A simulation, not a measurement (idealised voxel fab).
This is a process module. Its name is voxel trench capacitor.
Shown is cross-section cut, with a width of 240 nm and square cells of size 5 nm.
Think of the cross-section as a grid of square cells. We describe it in bands, top to bottom, and each band covers one or more rows of those cells. Heads up on the band format: heights come first, top then bottom, in nm. After that it's the materials left to right, each with its width in nm. A single material flagged "full width" fills the whole band edge to edge, and "blank" means there's empty space there. Basically, 0 is our baseline, since under it the wafer straight out of the box is all one material. The bottom band has no lower end and keeps on going down, so it looks like "from 0 down". With a width like "30..40", each row of cells in the band differs from the next by the same amount, the top row carrying the first number and the bottom row the second. Step marked "same as before"? Then no cell in the cross-section changed in it. You'll see "Closed void table" listing empty spaces that have no way open to the top, as long as they're 8 cells or more; the notation is width x height at distance, where the distance is from the left edge, and all of it is in nm. On a step's line, text after the settings is the simulator commenting on that step. Regarding "overlay nm": on a step with a mask, it is the distance the mask lay to the right of its planned place; a negative value places it to the left.

## Process steps - plan
step 1: RECEIVE (material Si)
step 2: CONFORMAL_DEP (material SiN; thk nm 10)
step 3: MASKED_ETCH (tone open; mask id TRENCH; width nm 25; pitch nm 40; etch materials SiN; depth nm 10; overlay nm 0)
step 4: MASKED_ETCH (tone open; mask id TRENCH; width nm 25; pitch nm 40; etch materials Si; depth nm 25; overlay nm 0)
step 5: CONFORMAL_DEP (material Al2O3; thk nm 5)
step 6: CONFORMAL_DEP (material TiN; thk nm 5)
step 7: FILL_DEP (material W; thk nm 10)
step 8: CMP (height nm 10)

## Incoming wafer, cross-sectional view, post step 1
  from 0 down: Si full width
  Closed void table: none

## Below is the wafer in cross-section after the module was completed. It began from the starting point shown above and followed the plan shown above, except that one mistake was made while running it
  from 10 to 0: Al2O3 full width
  from 0 down: Si full width
  Closed void table: none
Which mistake was made when the wafer was run? rather than as planned, step 2 actually ran as CONFORMAL_DEP (material Al2O3; thk nm 10)
